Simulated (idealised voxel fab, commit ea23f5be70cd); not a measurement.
process module | voxel wiring stack
cross-section cut | 250 nm wide | cells 5 nm
A cross-section is a grid of square cells, given in bands from the top down. A band is one or more rows of cells.
Each band's line starts with the height of the band's top and of its bottom, in nm. Then come its materials from left to right, each with its width in nm. One material with "throughout" fills the band from edge to edge. "air" is empty space.
Height 0 is the level under which the wafer as received is all one material. The lowest band goes on downwards, as in "0 down".
A width such as "30 to 40" changes by the same amount from each row of cells to the next, from the band's top row to its bottom row.
"no change" after a step means that no cell of the cross-section changed.
closed voids: empty space of 8 cells or more with no open way to the top, each as width x height at its distance from the left edge, in nm
after a step's settings: what the simulator itself notes on the step
overlay nm, on a step with a mask: how far to the right of its planned place the mask lay; to the left if negative
plan
1 op RECEIVE | material Si
2 op CONFORMAL_DEP | material SiO2 | thk nm 10
3 op DIRECTIONAL_DEP | material TiN | thk nm 5
4 op DIRECTIONAL_DEP | material Ru | thk nm 20
5 op DIRECTIONAL_DEP | material aC | thk nm 15
6 op PATTERN | tone cover | mask id METAL_1 | material resist | width nm 30 | pitch nm 55 | thk nm 30 | overlay nm 0
7 op DIRECTIONAL_ETCH | etch materials aC | depth nm 15
8 op STRIP | etch materials resist
9 op DIRECTIONAL_ETCH | etch materials Ru | depth nm 20
10 op DIRECTIONAL_ETCH | etch materials TiN | depth nm 5
11 op STRIP | etch materials aC
12 op FILL_DEP | material SiO2 | thk nm 5
13 op CMP | height nm 35
14 op CONFORMAL_DEP | material SiCN | thk nm 5
15 op DIRECTIONAL_DEP | material SiO2 | thk nm 10
16 op PATTERN | tone open | mask id PLUG_1 | material resist | width nm 15 | pitch nm 55 | thk nm 15 | overlay nm 0
17 op DIRECTIONAL_ETCH | etch materials SiO2 | depth nm 10
18 op DIRECTIONAL_ETCH | etch materials SiCN | depth nm 5
19 op STRIP | etch materials resist
20 op CONFORMAL_DEP | material TiN | thk nm 5
21 op FILL_DEP | material W | thk nm 10
22 op CMP | height nm 50
23 op DIRECTIONAL_DEP | material TiN | thk nm 5
24 op DIRECTIONAL_DEP | material W | thk nm 20
25 op PATTERN | tone cover | mask id METAL_2 | material resist | width nm 30 | pitch nm 55 | thk nm 15 | overlay nm 0
26 op DIRECTIONAL_ETCH | etch materials W | depth nm 20
27 op DIRECTIONAL_ETCH | etch materials TiN | depth nm 5
28 op STRIP | etch materials resist
29 op CONFORMAL_DEP | material SiCN | thk nm 5
30 op FILL_DEP | material SiO2 | thk nm 10
31 op CMP | height nm 75
32 op CONFORMAL_DEP | material SiCN | thk nm 5
33 op DIRECTIONAL_DEP | material SiO2 | thk nm 30
34 op DIRECTIONAL_DEP | material aC | thk nm 10
35 op PATTERN | tone open | mask id METAL_3 | material resist | width nm 30 | pitch nm 55 | thk nm 25 | overlay nm 0
36 op DIRECTIONAL_ETCH | etch materials aC | depth nm 10
37 op STRIP | etch materials resist
38 op DIRECTIONAL_ETCH | etch materials SiO2 | depth nm 15
39 op STRIP | etch materials aC
40 op PATTERN | tone open | mask id METAL_3_HOLES | material resist | width nm 15 | pitch nm 55 | thk nm 15 | overlay nm 0
41 op DIRECTIONAL_ETCH | etch materials SiO2 | depth nm 15
42 op DIRECTIONAL_ETCH | etch materials SiCN | depth nm 5
43 op STRIP | etch materials resist
44 op CONFORMAL_DEP | material TiN | thk nm 5
45 op FILL_DEP | material Cu | thk nm 10
46 op CMP | height nm 110
47 op CONFORMAL_DEP | material SiCN | thk nm 5
varied across the wafers: thk nm of step 47. The plan shows the first wafer's value. All wafers start alike
first wafer as received, after step 1
  0 down: Si throughout
  closed voids: none
first wafer at the end, after step 47
  115 to 110: SiCN throughout
  110 to 100: SiO2 55 | TiN 5 | Cu 20 | TiN 5 | SiO2 25 | TiN 5 | Cu 20 | TiN 5 | SiO2 25 | TiN 5 | Cu 20 | TiN 5 | SiO2 55
  100 to 95: SiO2 55 | TiN 5 | Cu 5 | TiN 20 | SiO2 25 | TiN 5 | Cu 5 | TiN 20 | SiO2 25 | TiN 5 | Cu 5 | TiN 20 | SiO2 55
  95 to 80: SiO2 55 | TiN 5 | Cu 5 | TiN 5 | SiO2 40 | TiN 5 | Cu 5 | TiN 5 | SiO2 40 | TiN 5 | Cu 5 | TiN 5 | SiO2 70
  80 to 75: SiCN 55 | TiN 15 | SiCN 40 | TiN 15 | SiCN 40 | TiN 15 | SiCN 70
  75 to 55: SiO2 50 | SiCN 5 | W 30 | SiCN 5 | SiO2 15 | SiCN 5 | W 30 | SiCN 5 | SiO2 15 | SiCN 5 | W 30 | SiCN 5 | SiO2 50
  55 to 50: SiCN 55 | TiN 30 | SiCN 25 | TiN 30 | SiCN 25 | TiN 30 | SiCN 55
  50 to 40: SiO2 55 | TiN 5 | W 5 | TiN 5 | SiO2 40 | TiN 5 | W 5 | TiN 5 | SiO2 40 | TiN 5 | W 5 | TiN 5 | SiO2 70
  40 to 35: SiCN 55 | TiN 15 | SiCN 40 | TiN 15 | SiCN 40 | TiN 15 | SiCN 70
  35 to 15: SiO2 55 | Ru 30 | SiO2 25 | Ru 30 | SiO2 25 | Ru 30 | SiO2 55
  15 to 10: SiO2 55 | TiN 30 | SiO2 25 | TiN 30 | SiO2 25 | TiN 30 | SiO2 55
  10 to 0: SiO2 throughout
  0 down: Si throughout
  closed voids: none
last wafer at the end
  130 to 110: SiCN throughout
  110 to 100: SiO2 55 | TiN 5 | Cu 20 | TiN 5 | SiO2 25 | TiN 5 | Cu 20 | TiN 5 | SiO2 25 | TiN 5 | Cu 20 | TiN 5 | SiO2 55
  100 to 95: SiO2 55 | TiN 5 | Cu 5 | TiN 20 | SiO2 25 | TiN 5 | Cu 5 | TiN 20 | SiO2 25 | TiN 5 | Cu 5 | TiN 20 | SiO2 55
  95 to 80: SiO2 55 | TiN 5 | Cu 5 | TiN 5 | SiO2 40 | TiN 5 | Cu 5 | TiN 5 | SiO2 40 | TiN 5 | Cu 5 | TiN 5 | SiO2 70
  80 to 75: SiCN 55 | TiN 15 | SiCN 40 | TiN 15 | SiCN 40 | TiN 15 | SiCN 70
  75 to 55: SiO2 50 | SiCN 5 | W 30 | SiCN 5 | SiO2 15 | SiCN 5 | W 30 | SiCN 5 | SiO2 15 | SiCN 5 | W 30 | SiCN 5 | SiO2 50
  55 to 50: SiCN 55 | TiN 30 | SiCN 25 | TiN 30 | SiCN 25 | TiN 30 | SiCN 55
  50 to 40: SiO2 55 | TiN 5 | W 5 | TiN 5 | SiO2 40 | TiN 5 | W 5 | TiN 5 | SiO2 40 | TiN 5 | W 5 | TiN 5 | SiO2 70
  40 to 35: SiCN 55 | TiN 15 | SiCN 40 | TiN 15 | SiCN 40 | TiN 15 | SiCN 70
  35 to 15: SiO2 55 | Ru 30 | SiO2 25 | Ru 30 | SiO2 25 | Ru 30 | SiO2 55
  15 to 10: SiO2 55 | TiN 30 | SiO2 25 | TiN 30 | SiO2 25 | TiN 30 | SiO2 55
  10 to 0: SiO2 throughout
  0 down: Si throughout
  closed voids: none
each wafer at the end: cells of each material gained (+) or lost (-) since it was received, then its closed voids
thk nm 5 | +36 Cu | +72 Ru | +188 SiCN | +665 SiO2 | +111 TiN | +78 W | closed voids: none
thk nm 10 | +36 Cu | +72 Ru | +238 SiCN | +665 SiO2 | +111 TiN | +78 W | closed voids: none
thk nm 15 | +36 Cu | +72 Ru | +288 SiCN | +665 SiO2 | +111 TiN | +78 W | closed voids: none
thk nm 20 | +36 Cu | +72 Ru | +338 SiCN | +665 SiO2 | +111 TiN | +78 W | closed voids: none
